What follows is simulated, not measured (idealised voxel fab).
A process module follows: voxel released beams.
The figure presents cross-section cut, which has a width of 180 nm and is divided into square cells with an edge length of 5 nm.
Think of the cross-section as a grid of square cells. We describe it in bands, top to bottom, and each band covers one or more rows of those cells. Within each band entry, the heights of the top and of the bottom of the band appear first, in that order and in nm; the materials of the band then follow from left to right, each with its corresponding width in nm. The designation "everywhere" on a single material indicates that it fills the band from edge to edge; the designation "blank" indicates empty space. Zero point of the height axis is 0; under it, received wafer = one material. Lowest band: continues down indefinitely, "0 nm and below". Note: "30->40" means the width goes from the first number (top row of the band) to the second number (bottom row) in equal steps per row of cells. For the purposes of this document, the phrase "nothing got changed" attached to a step denotes that no cell within the cross-section was modified by that step. In "Fully sealed voids" the enclosed voids are listed, meaning empty spaces of 8 cells or larger without any opening to the top. The form is width x height at distance, distance from the left edge, units nm. Formally, on a step line, whatever follows the settings is a remark that the simulator itself makes on the step. The optional step-line setting "overlay nm" applies to steps with a mask and quantifies how far to the right of its planned location the mask lay, a negative value indicating leftward placement.
### These are the steps we planned for the process
1,RECEIVE: material Si
2,CONFORMAL_DEP: material Al2O3, thk nm 5
3,DIRECTIONAL_DEP: material SiO2, thk nm 20
4,PATTERN: tone open, mask id ANCHOR, material resist, width nm 40, thk nm 20, overlay nm 0
5,DIRECTIONAL_ETCH: etch materials SiO2, depth nm 20
6,STRIP: etch materials resist
7,CONFORMAL_DEP: material polySi, thk nm 15
8,DIRECTIONAL_DEP: material aC, thk nm 10
9,PATTERN: tone cover, mask id BEAM, material resist, width nm 120, thk nm 25, overlay nm 0
10,DIRECTIONAL_ETCH: etch materials aC, depth nm 10
11,STRIP: etch materials resist
12,DIRECTIONAL_ETCH: etch materials polySi, depth nm 15
13,STRIP: etch materials aC
14,STRIP: etch materials SiO2
### As-received wafer cross-section (after step 1)
0 nm and below: Si everywhere
Fully sealed voids: none
### Final cross-section, module run with one mistake (start and plan as above)
35 nm to 25 nm: polySi: 45  blank: 10  polySi: 125
25 nm to 15 nm: SiO2: 30  polySi: 15  blank: 10  polySi: 15  SiO2: 110
15 nm to 5 nm: SiO2: 30  polySi: 40  SiO2: 110
5 nm to 0 nm: Al2O3 everywhere
0 nm and below: Si everywhere
Fully sealed voids: none
Which mistake was made when the wafer was run? contrary to plan, step 8 was performed as DIRECTIONAL_DEP: material polySi, thk nm 10
